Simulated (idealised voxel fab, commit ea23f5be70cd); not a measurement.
This section sets out a process module, namely voxel air gaps.
The figure presents cross-section cut, which has a width of 210 nm and is divided into square cells with an edge length of 5 nm.
Reading order for cross-sections: top band down to bottom band. Underlying form: a grid of square cells. Band size: one or more rows of cells.
Each band's line starts with the height of the band's top and of its bottom, in nm. Then come its materials from left to right, each with its width in nm. One material with "everywhere" fills the band from edge to edge. "empty" is empty space.
Ref level 0: as-received wafer is one material below here. Bottom band extends down with no lower bound ("0 nm and below").
Top row gets the first number, bottom row gets the second, and each row in between changes by the same step: that is how a band width like "30->40" works.
Take "nothing different" at face value: in the step it is given for, the cross-section changed in none of its cells.
Closed empty spaces (no open way to the top) of 8 cells or more are what "Catalogued sealed voids" lists, each as width x height at distance from the left edge, nm for all three.
Post-settings text on a step line: simulator's own remark regarding the step.
Each step line may optionally specify "overlay nm", which for a step with a mask gives the rightward distance between the mask's planned place and where it lay, a negative value indicating the leftward direction.
**Here's what the planned process steps look like**
step 1: RECEIVE with material Si
step 2: CONFORMAL_DEP with material SiO2, thk nm 15
step 3: CONFORMAL_DEP with material SiCN, thk nm 5
step 4: DIRECTIONAL_DEP with material SiO2, thk nm 40
step 5: DIRECTIONAL_DEP with material aC, thk nm 15
step 6: PATTERN with tone open, mask id LINES, material resist, width nm 20, pitch nm 50, thk nm 35, overlay nm 0
step 7: DIRECTIONAL_ETCH with etch materials aC, depth nm 15
step 8: STRIP with etch materials resist
step 9: DIRECTIONAL_ETCH with etch materials SiO2, depth nm 40
step 10: STRIP with etch materials aC
step 11: CONFORMAL_DEP with material TiN, thk nm 5
step 12: FILL_DEP with material Ru, thk nm 10
step 13: CMP with height nm 60
step 14: EPI with material Ru, thk nm 10
step 15: SELECTIVE_ETCH with etch materials SiO2, depth nm 50
step 16: CONFORMAL_DEP with material SiCN, thk nm 5
**Cross-section of the wafer upon arrival, representing the state reached after step 1**
> 0 nm and below | Si everywhere
> Catalogued sealed voids: none
**Wafer cross-section at end of module: start and plan as shown above, one execution error**
> 75 nm to 70 nm | SiCN everywhere
> 70 nm to 55 nm | Ru everywhere
> 55 nm to 50 nm | TiN 25; Ru 10; TiN 40; Ru 10; TiN 40; Ru 10; TiN 40; Ru 10; TiN 25
> 50 nm to 25 nm | SiO2 20; TiN 5; Ru 10; TiN 5; SiO2 30; TiN 5; Ru 10; TiN 5; SiO2 30; TiN 5; Ru 10; TiN 5; SiO2 30; TiN 5; Ru 10; TiN 5; SiO2 20
> 25 nm to 20 nm | SiO2 20; TiN 20; SiO2 30; TiN 20; SiO2 30; TiN 20; SiO2 30; TiN 20; SiO2 20
> 20 nm to 15 nm | SiCN everywhere
> 15 nm to 0 nm | SiO2 everywhere
> 0 nm and below | Si everywhere
> Catalogued sealed voids: none
what went wrong: step 4: run off-plan, actual operation and settings DIRECTIONAL_DEP with material SiO2, thk nm 30
